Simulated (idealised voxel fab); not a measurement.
You're looking at the process module voxel transistor to metal.
195 nm wide, 5 nm square cells: that's cross-section cut.
Cross-sections here: square-cell grids, written as top-down lists of bands, a band being one or more rows of cells.
Within each band entry, the heights of the top and of the bottom of the band appear first, in that order and in nm; the materials of the band then follow from left to right, each with its corresponding width in nm. The designation "edge to edge" on a single material indicates that it fills the band from edge to edge; the designation "empty" indicates empty space.
Heights from 0 (as-received wafer is one material below). Bottom band endless downward, as "from 0 down".
It should be noted that a width expressed as "30..40" varies in equal increments from row to row of cells within the band, taking the value of the first number at the top row and that of the second number at the bottom row.
Given "changes: none" for a step, no cell of the cross-section differs between before and after that step.
If an empty space has no open way to the top and is at least 8 cells in size, "Completely enclosed voids" lists it, written width x height at distance, where distance is measured from the left edge and every value is in nm.
That trailing text on a step's line, after the settings, is the simulator's own remark on the step.
overlay nm: right-of-plan distance of the mask on a masked step; negative values mean left-of-plan.

-- This section lists the process steps that were planned
1 RECEIVE: material Si
2 CONFORMAL_DEP: material SiO2, thk nm 5
3 CONFORMAL_DEP: material SiN, thk nm 10
4 PATTERN: tone cover, mask id ACTIVE, material resist, width nm 110, thk nm 20, overlay nm 0
5 DIRECTIONAL_ETCH: etch materials SiN, depth nm 10
6 DIRECTIONAL_ETCH: etch materials SiO2, depth nm 5
7 DIRECTIONAL_ETCH: etch materials Si, depth nm 20
8 STRIP: etch materials resist
9 FILL_DEP: material SiO2, thk nm 5
10 CMP: height nm 15
11 SELECTIVE_ETCH: etch materials SiO2, depth nm 5
12 STRIP: etch materials SiN
13 SELECTIVE_ETCH: etch materials SiO2, depth nm 5
14 OXIDIZE: depth nm 5
15 DIRECTIONAL_DEP: material polySi, thk nm 20
16 DIRECTIONAL_DEP: material SiCN, thk nm 15
17 MASKED_ETCH: tone cover, mask id GATE, width nm 30, etch materials SiCN, depth nm 25, overlay nm 0
18 MASKED_ETCH: tone cover, mask id GATE, width nm 30, etch materials polySi, depth nm 30, overlay nm 0
19 CONFORMAL_DEP: material SiN, thk nm 5
20 DIRECTIONAL_ETCH: etch materials SiN, depth nm 5
21 DIRECTIONAL_ETCH: etch materials SiO2, depth nm 5
22 EPI: material nSi, thk nm 5
23 FILL_DEP: material SiO2, thk nm 10
24 CMP: height nm 20
25 STRIP: etch materials polySi
26 SELECTIVE_ETCH: etch materials SiO2, depth nm 5
27 CONFORMAL_DEP: material HfO2, thk nm 5
28 CONFORMAL_DEP: material TiN, thk nm 5
29 FILL_DEP: material W, thk nm 5
30 CMP: height nm 15
31 DIRECTIONAL_DEP: material SiO2, thk nm 15
32 DIRECTIONAL_DEP: material aC, thk nm 15
33 PATTERN: tone open, mask id CONTACT, material resist, width nm 15, pitch nm 75, thk nm 35, overlay nm 0
34 DIRECTIONAL_ETCH: etch materials aC, depth nm 15
35 STRIP: etch materials resist
36 DIRECTIONAL_ETCH: etch materials SiO2, depth nm 30
37 STRIP: etch materials aC
38 CONFORMAL_DEP: material TiN, thk nm 5
39 FILL_DEP: material Ru, thk nm 10
40 CMP: height nm 30
41 DIRECTIONAL_DEP: material TiN, thk nm 5
42 DIRECTIONAL_DEP: material Ru, thk nm 20
43 MASKED_ETCH: tone cover, mask id METAL_1, width nm 15, pitch nm 75, etch materials Ru, depth nm 20, overlay nm 0
44 MASKED_ETCH: tone cover, mask id METAL_1, width nm 15, pitch nm 75, etch materials TiN, depth nm 5, overlay nm 0
45 FILL_DEP: material lowk, thk nm 5
46 CMP: height nm 55
47 CONFORMAL_DEP: material SiCN, thk nm 5
48 DIRECTIONAL_DEP: material lowk, thk nm 35
49 DIRECTIONAL_DEP: material aC, thk nm 15
50 PATTERN: tone open, mask id METAL_2, material resist, width nm 15, pitch nm 75, thk nm 35, overlay nm 0
51 DIRECTIONAL_ETCH: etch materials aC, depth nm 15
52 STRIP: etch materials resist
53 DIRECTIONAL_ETCH: etch materials lowk, depth nm 20
54 STRIP: etch materials aC
55 DIRECTIONAL_DEP: material aC, thk nm 15
56 PATTERN: tone open, mask id METAL_2_HOLES, material resist, width nm 15, pitch nm 75, thk nm 35, overlay nm 0
57 DIRECTIONAL_ETCH: etch materials aC, depth nm 15
58 STRIP: etch materials resist
59 DIRECTIONAL_ETCH: etch materials lowk, depth nm 15
60 DIRECTIONAL_ETCH: etch materials SiCN, depth nm 5
61 STRIP: etch materials aC
62 CONFORMAL_DEP: material TiN, thk nm 5
63 FILL_DEP: material Ru, thk nm 5
64 CMP: height nm 95
65 CONFORMAL_DEP: material SiN, thk nm 5

-- Wafer, first of two, run as planned

-- Wafer as received: cross-section following step 1
	from 0 down = Si edge to edge
	Completely enclosed voids: none

-- Cross-section: wafer state after step 2
	from 5 to 0 = SiO2 edge to edge
	Below a height of 0, the structure has not been altered.

-- Cross-section: wafer state after step 3
	from 15 to 5 = SiN edge to edge
	Below a height of 5, the structure has not been altered.

-- Cross-section: wafer state after step 4
	from 35 to 15 = empty=40, then resist=110, then empty=45
	Below a height of 15, the structure has not been altered.

-- Cross-section: wafer state after step 5
	from 35 to 15 = empty=40, then resist=110, then empty=45
	from 15 to 5 = empty=40, then SiN=110, then empty=45
	Below a height of 5, the structure has not been altered.

-- Cross-section: wafer state after step 6
	from 35 to 15 = empty=40, then resist=110, then empty=45
	from 15 to 5 = empty=40, then SiN=110, then empty=45
	from 5 to 0 = empty=40, then SiO2=110, then empty=45
	Below a height of 0, the structure has not been altered.

-- Cross-section: wafer state after step 7
	from 35 to 15 = empty=40, then resist=110, then empty=45
	from 15 to 5 = empty=40, then SiN=110, then empty=45
	from 5 to 0 = empty=40, then SiO2=110, then empty=45
	from 0 to -20 = empty=40, then Si=110, then empty=45
	Below a height of -20, the structure has not been altered.

-- Cross-section: wafer state after step 8
	from 15 to 5 = empty=40, then SiN=110, then empty=45
	Below a height of 5, the structure has not been altered.

-- Cross-section: wafer state after step 9
	from 20 to 15 = SiO2 edge to edge
	from 15 to 5 = SiO2=40, then SiN=110, then SiO2=45
	from 5 to 0 = SiO2 edge to edge
	from 0 to -20 = SiO2=40, then Si=110, then SiO2=45
	Below a height of -20, the structure has not been altered.

-- Cross-section: wafer state after step 10
	from 15 to 5 = SiO2=40, then SiN=110, then SiO2=45
	Below a height of 5, the structure has not been altered.

-- Cross-section: wafer state after step 11
	from 15 to 10 = empty=40, then SiN=110, then empty=45
	Below a height of 10, the structure has not been altered.

-- Cross-section: wafer state after step 12
	from 10 to 5 = SiO2=40, then empty=110, then SiO2=45
	Below a height of 5, the structure has not been altered.

-- Cross-section: wafer state after step 13
	from 5 to 0 = SiO2=35, then empty=120, then SiO2=40
	Below a height of 0, the structure has not been altered.

-- Cross-section: wafer state after step 14
	from 5 to 0 = SiO2=35, then empty=120, then SiO2=40
	from 0 to -5 = SiO2 edge to edge
	Below a height of -5, the structure has not been altered.

-- Cross-section: wafer state after step 15
	from 25 to 20 = polySi=35, then empty=120, then polySi=40
	from 20 to 5 = polySi edge to edge
	from 5 to 0 = SiO2=35, then polySi=120, then SiO2=40
	Below a height of 0, the structure has not been altered.

-- Cross-section: wafer state after step 16
	from 40 to 35 = SiCN=35, then empty=120, then SiCN=40
	from 35 to 25 = SiCN edge to edge
	from 25 to 20 = polySi=35, then SiCN=120, then polySi=40
	Below a height of 20, the structure has not been altered.

-- Cross-section: wafer state after step 17
	from 35 to 25 = empty=80, then SiCN=30, then empty=85
	from 25 to 20 = polySi=35, then empty=45, then SiCN=30, then empty=45, then polySi=40
	Below a height of 20, the structure has not been altered.

-- Cross-section: wafer state after step 18
	from 35 to 20 = empty=80, then SiCN=30, then empty=85
	from 20 to 5 = empty=80, then polySi=30, then empty=85
	from 5 to 0 = SiO2=35, then empty=45, then polySi=30, then empty=45, then SiO2=40
	Below a height of 0, the structure has not been altered.

-- Cross-section: wafer state after step 19
	from 40 to 35 = empty=75, then SiN=40, then empty=80
	from 35 to 20 = empty=75, then SiN=5, then SiCN=30, then SiN=5, then empty=80
	from 20 to 10 = empty=75, then SiN=5, then polySi=30, then SiN=5, then empty=80
	from 10 to 5 = SiN=40, then empty=35, then SiN=5, then polySi=30, then SiN=5, then empty=35, then SiN=45
	from 5 to 0 = SiO2=35, then SiN=45, then polySi=30, then SiN=45, then SiO2=40
	Below a height of 0, the structure has not been altered.

-- Cross-section: wafer state after step 20
	from 35 to 20 = empty=75, then SiN=5, then SiCN=30, then SiN=5, then empty=80
	from 20 to 5 = empty=75, then SiN=5, then polySi=30, then SiN=5, then empty=80
	from 5 to 0 = SiO2=35, then SiN=5, then empty=35, then SiN=5, then polySi=30, then SiN=5, then empty=35, then SiN=5, then SiO2=40
	Below a height of 0, the structure has not been altered.

-- Cross-section: wafer state after step 21
	from 35 to 20 = empty=75, then SiN=5, then SiCN=30, then SiN=5, then empty=80
	from 20 to 5 = empty=75, then SiN=5, then polySi=30, then SiN=5, then empty=80
	from 5 to 0 = empty=35, then SiN=5, then empty=35, then SiN=5, then polySi=30, then SiN=5, then empty=35, then SiN=5, then empty=40
	from 0 to -5 = SiO2=40, then empty=35, then SiO2=40, then empty=35, then SiO2=45
	Below a height of -5, the structure has not been altered.

-- Cross-section: wafer state after step 22
	from 35 to 20 = empty=75, then SiN=5, then SiCN=30, then SiN=5, then empty=80
	from 20 to 5 = empty=75, then SiN=5, then polySi=30, then SiN=5, then empty=80
	from 5 to 0 = empty=35, then SiN=5, then empty=35, then SiN=5, then polySi=30, then SiN=5, then empty=35, then SiN=5, then empty=40
	from 0 to -5 = SiO2=40, then nSi=35, then SiO2=40, then nSi=35, then SiO2=45
	Below a height of -5, the structure has not been altered.

-- Cross-section: wafer state after step 23
	from 45 to 35 = SiO2 edge to edge
	from 35 to 20 = SiO2=75, then SiN=5, then SiCN=30, then SiN=5, then SiO2=80
	from 20 to 5 = SiO2=75, then SiN=5, then polySi=30, then SiN=5, then SiO2=80
	from 5 to 0 = SiO2=35, then SiN=5, then SiO2=35, then SiN=5, then polySi=30, then SiN=5, then SiO2=35, then SiN=5, then SiO2=40
	Below a height of 0, the structure has not been altered.

-- Cross-section: wafer state after step 24
	from 20 to 5 = SiO2=75, then SiN=5, then polySi=30, then SiN=5, then SiO2=80
	Below a height of 5, the structure has not been altered.

-- Cross-section: wafer state after step 25
	from 20 to 5 = SiO2=75, then SiN=5, then empty=30, then SiN=5, then SiO2=80
	from 5 to 0 = SiO2=35, then SiN=5, then SiO2=35, then SiN=5, then empty=30, then SiN=5, then SiO2=35, then SiN=5, then SiO2=40
	Below a height of 0, the structure has not been altered.

-- Cross-section: wafer state after step 26
	from 20 to 15 = empty=75, then SiN=5, then empty=30, then SiN=5, then empty=80
	from 15 to 5 = SiO2=75, then SiN=5, then empty=30, then SiN=5, then SiO2=80
	from 5 to 0 = SiO2=35, then SiN=5, then SiO2=35, then SiN=5, then empty=30, then SiN=5, then SiO2=35, then SiN=5, then SiO2=40
	from 0 to -5 = SiO2=40, then nSi=35, then empty=40, then nSi=35, then SiO2=45
	Below a height of -5, the structure has not been altered.

-- Cross-section: wafer state after step 27
	from 25 to 20 = empty=70, then HfO2=15, then empty=20, then HfO2=15, then empty=75
	from 20 to 15 = HfO2=75, then SiN=5, then HfO2=5, then empty=20, then HfO2=5, then SiN=5, then HfO2=80
	from 15 to 5 = SiO2=75, then SiN=5, then HfO2=5, then empty=20, then HfO2=5, then SiN=5, then SiO2=80
	from 5 to 0 = SiO2=35, then SiN=5, then SiO2=35, then SiN=5, then HfO2=5, then empty=20, then HfO2=5, then SiN=5, then SiO2=35, then SiN=5, then SiO2=40
	from 0 to -5 = SiO2=40, then nSi=35, then HfO2=40, then nSi=35, then SiO2=45
	Below a height of -5, the structure has not been altered.

-- Cross-section: wafer state after step 28
	from 30 to 25 = empty=65, then TiN=25, then empty=10, then TiN=25, then empty=70
	from 25 to 20 = TiN=70, then HfO2=15, then TiN=5, then empty=10, then TiN=5, then HfO2=15, then TiN=75
	from 20 to 15 = HfO2=75, then SiN=5, then HfO2=5, then TiN=5, then empty=10, then TiN=5, then HfO2=5, then SiN=5, then HfO2=80
	from 15 to 5 = SiO2=75, then SiN=5, then HfO2=5, then TiN=5, then empty=10, then TiN=5, then HfO2=5, then SiN=5, then SiO2=80
	from 5 to 0 = SiO2=35, then SiN=5, then SiO2=35, then SiN=5, then HfO2=5, then TiN=20, then HfO2=5, then SiN=5, then SiO2=35, then SiN=5, then SiO2=40
	Below a height of 0, the structure has not been altered.

-- Cross-section: wafer state after step 29
	from 35 to 30 = W edge to edge
	from 30 to 25 = W=65, then TiN=25, then W=10, then TiN=25, then W=70
	from 25 to 20 = TiN=70, then HfO2=15, then TiN=5, then W=10, then TiN=5, then HfO2=15, then TiN=75
	from 20 to 15 = HfO2=75, then SiN=5, then HfO2=5, then TiN=5, then W=10, then TiN=5, then HfO2=5, then SiN=5, then HfO2=80
	from 15 to 5 = SiO2=75, then SiN=5, then HfO2=5, then TiN=5, then W=10, then TiN=5, then HfO2=5, then SiN=5, then SiO2=80
	Below a height of 5, the structure has not been altered.

-- Cross-section: wafer state after step 30
	from 15 to 5 = SiO2=75, then SiN=5, then HfO2=5, then TiN=5, then W=10, then TiN=5, then HfO2=5, then SiN=5, then SiO2=80
	Below a height of 5, the structure has not been altered.

-- Cross-section: wafer state after step 31
	from 30 to 15 = SiO2 edge to edge
	Below a height of 15, the structure has not been altered.

-- Cross-section: wafer state after step 32
	from 45 to 30 = aC edge to edge
	Below a height of 30, the structure has not been altered.

-- Cross-section: wafer state after step 33
	from 80 to 45 = resist=50, then empty=15, then resist=60, then empty=15, then resist=55
	Below a height of 45, the structure has not been altered.

-- Cross-section: wafer state after step 34
	from 65 to 45 = resist=50, then empty=15, then resist=60, then empty=15, then resist=55
	from 45 to 30 = aC=50, then empty=15, then aC=60, then empty=15, then aC=55
	Below a height of 30, the structure has not been altered.

-- Cross-section: wafer state after step 35
	from 45 to 30 = aC=50, then empty=15, then aC=60, then empty=15, then aC=55
	Below a height of 30, the structure has not been altered.

-- Cross-section: wafer state after step 36
	from 45 to 30 = aC=50, then empty=15, then aC=60, then empty=15, then aC=55
	from 30 to 15 = SiO2=50, then empty=15, then SiO2=60, then empty=15, then SiO2=55
	from 15 to 5 = SiO2=50, then empty=15, then SiO2=10, then SiN=5, then HfO2=5, then TiN=5, then W=10, then TiN=5, then HfO2=5, then SiN=5, then SiO2=10, then empty=15, then SiO2=55
	from 5 to 0 = SiO2=35, then SiN=5, then SiO2=10, then empty=15, then SiO2=10, then SiN=5, then HfO2=5, then TiN=20, then HfO2=5, then SiN=5, then SiO2=10, then empty=15, then SiO2=10, then SiN=5, then SiO2=40
	Below a height of 0, the structure has not been altered.

-- Cross-section: wafer state after step 37
	from 30 to 15 = SiO2=50, then empty=15, then SiO2=60, then empty=15, then SiO2=55
	Below a height of 15, the structure has not been altered.

-- Cross-section: wafer state after step 38
	from 35 to 30 = TiN=55, then empty=5, then TiN=70, then empty=5, then TiN=60
	from 30 to 15 = SiO2=50, then TiN=5, then empty=5, then TiN=5, then SiO2=60, then TiN=5, then empty=5, then TiN=5, then SiO2=55
	from 15 to 5 = SiO2=50, then TiN=5, then empty=5, then TiN=5, then SiO2=10, then SiN=5, then HfO2=5, then TiN=5, then W=10, then TiN=5, then HfO2=5, then SiN=5, then SiO2=10, then TiN=5, then empty=5, then TiN=5, then SiO2=55
	from 5 to 0 = SiO2=35, then SiN=5, then SiO2=10, then TiN=15, then SiO2=10, then SiN=5, then HfO2=5, then TiN=20, then HfO2=5, then SiN=5, then SiO2=10, then TiN=15, then SiO2=10, then SiN=5, then SiO2=40
	Below a height of 0, the structure has not been altered.

-- Cross-section: wafer state after step 39
	from 45 to 35 = Ru edge to edge
	from 35 to 30 = TiN=55, then Ru=5, then TiN=70, then Ru=5, then TiN=60
	from 30 to 15 = SiO2=50, then TiN=5, then Ru=5, then TiN=5, then SiO2=60, then TiN=5, then Ru=5, then TiN=5, then SiO2=55
	from 15 to 5 = SiO2=50, then TiN=5, then Ru=5, then TiN=5, then SiO2=10, then SiN=5, then HfO2=5, then TiN=5, then W=10, then TiN=5, then HfO2=5, then SiN=5, then SiO2=10, then TiN=5, then Ru=5, then TiN=5, then SiO2=55
	Below a height of 5, the structure has not been altered.

-- Cross-section: wafer state after step 40
	from 30 to 15 = SiO2=50, then TiN=5, then Ru=5, then TiN=5, then SiO2=60, then TiN=5, then Ru=5, then TiN=5, then SiO2=55
	Below a height of 15, the structure has not been altered.

-- Cross-section: wafer state after step 41
	from 35 to 30 = TiN edge to edge
	Below a height of 30, the structure has not been altered.

-- Cross-section: wafer state after step 42
	from 55 to 35 = Ru edge to edge
	Below a height of 35, the structure has not been altered.

-- Cross-section: wafer state after step 43
	from 55 to 35 = empty=50, then Ru=15, then empty=60, then Ru=15, then empty=55
	Below a height of 35, the structure has not been altered.

-- Cross-section: wafer state after step 44
	from 55 to 35 = empty=50, then Ru=15, then empty=60, then Ru=15, then empty=55
	from 35 to 30 = empty=50, then TiN=15, then empty=60, then TiN=15, then empty=55
	Below a height of 30, the structure has not been altered.

-- Cross-section: wafer state after step 45
	from 60 to 55 = lowk edge to edge
	from 55 to 35 = lowk=50, then Ru=15, then lowk=60, then Ru=15, then lowk=55
	from 35 to 30 = lowk=50, then TiN=15, then lowk=60, then TiN=15, then lowk=55
	Below a height of 30, the structure has not been altered.

-- Cross-section: wafer state after step 46
	from 55 to 35 = lowk=50, then Ru=15, then lowk=60, then Ru=15, then lowk=55
	Below a height of 35, the structure has not been altered.

-- Cross-section: wafer state after step 47
	from 60 to 55 = SiCN edge to edge
	Below a height of 55, the structure has not been altered.

-- Cross-section: wafer state after step 48
	from 95 to 60 = lowk edge to edge
	Below a height of 60, the structure has not been altered.

-- Cross-section: wafer state after step 49
	from 110 to 95 = aC edge to edge
	Below a height of 95, the structure has not been altered.

-- Cross-section: wafer state after step 50
	from 145 to 110 = resist=50, then empty=15, then resist=60, then empty=15, then resist=55
	Below a height of 110, the structure has not been altered.

-- Cross-section: wafer state after step 51
	from 130 to 110 = resist=50, then empty=15, then resist=60, then empty=15, then resist=55
	from 110 to 95 = aC=50, then empty=15, then aC=60, then empty=15, then aC=55
	Below a height of 95, the structure has not been altered.

-- Cross-section: wafer state after step 52
	from 110 to 95 = aC=50, then empty=15, then aC=60, then empty=15, then aC=55
	Below a height of 95, the structure has not been altered.

-- Cross-section: wafer state after step 53
	from 110 to 95 = aC=50, then empty=15, then aC=60, then empty=15, then aC=55
	from 95 to 75 = lowk=50, then empty=15, then lowk=60, then empty=15, then lowk=55
	Below a height of 75, the structure has not been altered.

-- Cross-section: wafer state after step 54
	from 95 to 75 = lowk=50, then empty=15, then lowk=60, then empty=15, then lowk=55
	Below a height of 75, the structure has not been altered.

-- Cross-section: wafer state after step 55
	from 110 to 95 = aC=50, then empty=15, then aC=60, then empty=15, then aC=55
	from 95 to 90 = lowk=50, then empty=15, then lowk=60, then empty=15, then lowk=55
	from 90 to 75 = lowk=50, then aC=15, then lowk=60, then aC=15, then lowk=55
	Below a height of 75, the structure has not been altered.

-- Cross-section: wafer state after step 56
	from 145 to 110 = resist=50, then empty=15, then resist=60, then empty=15, then resist=55
	Below a height of 110, the structure has not been altered.

-- Cross-section: wafer state after step 57
	from 130 to 110 = resist=50, then empty=15, then resist=60, then empty=15, then resist=55
	from 110 to 95 = aC=50, then empty=15, then aC=60, then empty=15, then aC=55
	from 95 to 75 = lowk=50, then empty=15, then lowk=60, then empty=15, then lowk=55
	Below a height of 75, the structure has not been altered.

-- Cross-section: wafer state after step 58
	from 110 to 95 = aC=50, then empty=15, then aC=60, then empty=15, then aC=55
	Below a height of 95, the structure has not been altered.

-- Cross-section: wafer state after step 59
	from 110 to 95 = aC=50, then empty=15, then aC=60, then empty=15, then aC=55
	from 95 to 60 = lowk=50, then empty=15, then lowk=60, then empty=15, then lowk=55
	Below a height of 60, the structure has not been altered.

-- Cross-section: wafer state after step 60
	from 110 to 95 = aC=50, then empty=15, then aC=60, then empty=15, then aC=55
	from 95 to 60 = lowk=50, then empty=15, then lowk=60, then empty=15, then lowk=55
	from 60 to 55 = SiCN=50, then empty=15, then SiCN=60, then empty=15, then SiCN=55
	Below a height of 55, the structure has not been altered.

-- Cross-section: wafer state after step 61
	from 95 to 60 = lowk=50, then empty=15, then lowk=60, then empty=15, then lowk=55
	Below a height of 60, the structure has not been altered.

-- Cross-section: wafer state after step 62
	from 100 to 95 = TiN=55, then empty=5, then TiN=70, then empty=5, then TiN=60
	from 95 to 60 = lowk=50, then TiN=5, then empty=5, then TiN=5, then lowk=60, then TiN=5, then empty=5, then TiN=5, then lowk=55
	from 60 to 55 = SiCN=50, then TiN=15, then SiCN=60, then TiN=15, then SiCN=55
	Below a height of 55, the structure has not been altered.

-- Cross-section: wafer state after step 63
	from 105 to 100 = Ru edge to edge
	from 100 to 95 = TiN=55, then Ru=5, then TiN=70, then Ru=5, then TiN=60
	from 95 to 60 = lowk=50, then TiN=5, then Ru=5, then TiN=5, then lowk=60, then TiN=5, then Ru=5, then TiN=5, then lowk=55
	Below a height of 60, the structure has not been altered.

-- Cross-section: wafer state after step 64
	from 95 to 60 = lowk=50, then TiN=5, then Ru=5, then TiN=5, then lowk=60, then TiN=5, then Ru=5, then TiN=5, then lowk=55
	Below a height of 60, the structure has not been altered.

-- Cross-section: wafer state after step 65
	from 100 to 95 = SiN edge to edge
	Below a height of 95, the structure has not been altered.

-- Now the other wafer: same start, same recipe, but we messed up one thing when running it. Up to and including step 38 it's the same as the first one

-- Cross-sectional representation of the second wafer at the time designated in the plan for the completion of step 39
	from 45 to 35 = SiN edge to edge
	from 35 to 30 = TiN=55, then SiN=5, then TiN=70, then SiN=5, then TiN=60
	from 30 to 15 = SiO2=50, then TiN=5, then SiN=5, then TiN=5, then SiO2=60, then TiN=5, then SiN=5, then TiN=5, then SiO2=55
	from 15 to 5 = SiO2=50, then TiN=5, then SiN=5, then TiN=5, then SiO2=10, then SiN=5, then HfO2=5, then TiN=5, then W=10, then TiN=5, then HfO2=5, then SiN=5, then SiO2=10, then TiN=5, then SiN=5, then TiN=5, then SiO2=55
	Below a height of 5, the structure has not been altered.

-- Cross-sectional representation of the second wafer at the time designated in the plan for the completion of step 40
	from 30 to 15 = SiO2=50, then TiN=5, then SiN=5, then TiN=5, then SiO2=60, then TiN=5, then SiN=5, then TiN=5, then SiO2=55
	Below a height of 15, the structure has not been altered.

-- Cross-sectional representation of the second wafer at the time designated in the plan for the completion of step 41
	from 35 to 30 = TiN edge to edge
	Below a height of 30, the structure has not been altered.

-- Cross-sectional representation of the second wafer at the time designated in the plan for the completion of step 42
	from 55 to 35 = Ru edge to edge
	Below a height of 35, the structure has not been altered.

-- Cross-sectional representation of the second wafer at the time designated in the plan for the completion of step 43
	from 55 to 35 = empty=50, then Ru=15, then empty=60, then Ru=15, then empty=55
	Below a height of 35, the structure has not been altered.

-- Cross-sectional representation of the second wafer at the time designated in the plan for the completion of step 44
	from 55 to 35 = empty=50, then Ru=15, then empty=60, then Ru=15, then empty=55
	from 35 to 30 = empty=50, then TiN=15, then empty=60, then TiN=15, then empty=55
	Below a height of 30, the structure has not been altered.

-- Cross-sectional representation of the second wafer at the time designated in the plan for the completion of step 45
	from 60 to 55 = lowk edge to edge
	from 55 to 35 = lowk=50, then Ru=15, then lowk=60, then Ru=15, then lowk=55
	from 35 to 30 = lowk=50, then TiN=15, then lowk=60, then TiN=15, then lowk=55
	Below a height of 30, the structure has not been altered.

-- Cross-sectional representation of the second wafer at the time designated in the plan for the completion of step 46
	from 55 to 35 = lowk=50, then Ru=15, then lowk=60, then Ru=15, then lowk=55
	Below a height of 35, the structure has not been altered.

-- Cross-sectional representation of the second wafer at the time designated in the plan for the completion of step 47
	from 60 to 55 = SiCN edge to edge
	Below a height of 55, the structure has not been altered.

-- Cross-sectional representation of the second wafer at the time designated in the plan for the completion of step 48
	from 95 to 60 = lowk edge to edge
	Below a height of 60, the structure has not been altered.

-- Cross-sectional representation of the second wafer at the time designated in the plan for the completion of step 49
	from 110 to 95 = aC edge to edge
	Below a height of 95, the structure has not been altered.

-- Cross-sectional representation of the second wafer at the time designated in the plan for the completion of step 50
	from 145 to 110 = resist=50, then empty=15, then resist=60, then empty=15, then resist=55
	Below a height of 110, the structure has not been altered.

-- Cross-sectional representation of the second wafer at the time designated in the plan for the completion of step 51
	from 130 to 110 = resist=50, then empty=15, then resist=60, then empty=15, then resist=55
	from 110 to 95 = aC=50, then empty=15, then aC=60, then empty=15, then aC=55
	Below a height of 95, the structure has not been altered.

-- Cross-sectional representation of the second wafer at the time designated in the plan for the completion of step 52
	from 110 to 95 = aC=50, then empty=15, then aC=60, then empty=15, then aC=55
	Below a height of 95, the structure has not been altered.

-- Cross-sectional representation of the second wafer at the time designated in the plan for the completion of step 53
	from 110 to 95 = aC=50, then empty=15, then aC=60, then empty=15, then aC=55
	from 95 to 75 = lowk=50, then empty=15, then lowk=60, then empty=15, then lowk=55
	Below a height of 75, the structure has not been altered.

-- Cross-sectional representation of the second wafer at the time designated in the plan for the completion of step 54
	from 95 to 75 = lowk=50, then empty=15, then lowk=60, then empty=15, then lowk=55
	Below a height of 75, the structure has not been altered.

-- Cross-sectional representation of the second wafer at the time designated in the plan for the completion of step 55
	from 110 to 95 = aC=50, then empty=15, then aC=60, then empty=15, then aC=55
	from 95 to 90 = lowk=50, then empty=15, then lowk=60, then empty=15, then lowk=55
	from 90 to 75 = lowk=50, then aC=15, then lowk=60, then aC=15, then lowk=55
	Below a height of 75, the structure has not been altered.

-- Cross-sectional representation of the second wafer at the time designated in the plan for the completion of step 56
	from 145 to 110 = resist=50, then empty=15, then resist=60, then empty=15, then resist=55
	Below a height of 110, the structure has not been altered.

-- Cross-sectional representation of the second wafer at the time designated in the plan for the completion of step 57
	from 130 to 110 = resist=50, then empty=15, then resist=60, then empty=15, then resist=55
	from 110 to 95 = aC=50, then empty=15, then aC=60, then empty=15, then aC=55
	from 95 to 75 = lowk=50, then empty=15, then lowk=60, then empty=15, then lowk=55
	Below a height of 75, the structure has not been altered.

-- Cross-sectional representation of the second wafer at the time designated in the plan for the completion of step 58
	from 110 to 95 = aC=50, then empty=15, then aC=60, then empty=15, then aC=55
	Below a height of 95, the structure has not been altered.

-- Cross-sectional representation of the second wafer at the time designated in the plan for the completion of step 59
	from 110 to 95 = aC=50, then empty=15, then aC=60, then empty=15, then aC=55
	from 95 to 60 = lowk=50, then empty=15, then lowk=60, then empty=15, then lowk=55
	Below a height of 60, the structure has not been altered.

-- Cross-sectional representation of the second wafer at the time designated in the plan for the completion of step 60
	from 110 to 95 = aC=50, then empty=15, then aC=60, then empty=15, then aC=55
	from 95 to 60 = lowk=50, then empty=15, then lowk=60, then empty=15, then lowk=55
	from 60 to 55 = SiCN=50, then empty=15, then SiCN=60, then empty=15, then SiCN=55
	Below a height of 55, the structure has not been altered.

-- Cross-sectional representation of the second wafer at the time designated in the plan for the completion of step 61
	from 95 to 60 = lowk=50, then empty=15, then lowk=60, then empty=15, then lowk=55
	Below a height of 60, the structure has not been altered.

-- Cross-sectional representation of the second wafer at the time designated in the plan for the completion of step 62
	from 100 to 95 = TiN=55, then empty=5, then TiN=70, then empty=5, then TiN=60
	from 95 to 60 = lowk=50, then TiN=5, then empty=5, then TiN=5, then lowk=60, then TiN=5, then empty=5, then TiN=5, then lowk=55
	from 60 to 55 = SiCN=50, then TiN=15, then SiCN=60, then TiN=15, then SiCN=55
	Below a height of 55, the structure has not been altered.

-- Cross-sectional representation of the second wafer at the time designated in the plan for the completion of step 63
	from 105 to 100 = Ru edge to edge
	from 100 to 95 = TiN=55, then Ru=5, then TiN=70, then Ru=5, then TiN=60
	from 95 to 60 = lowk=50, then TiN=5, then Ru=5, then TiN=5, then lowk=60, then TiN=5, then Ru=5, then TiN=5, then lowk=55
	Below a height of 60, the structure has not been altered.

-- Cross-sectional representation of the second wafer at the time designated in the plan for the completion of step 64
	from 95 to 60 = lowk=50, then TiN=5, then Ru=5, then TiN=5, then lowk=60, then TiN=5, then Ru=5, then TiN=5, then lowk=55
	Below a height of 60, the structure has not been altered.

-- Cross-sectional representation of the second wafer at the time designated in the plan for the completion of step 65
	from 100 to 95 = SiN edge to edge
	Below a height of 95, the structure has not been altered.
Short version of what went wrong: in deviation from the planned setting, step 39 was conducted as FILL_DEP: material SiN, thk nm 10
Materials where the second wafer ends with more or fewer cells than the first: Ru -10; SiN +10
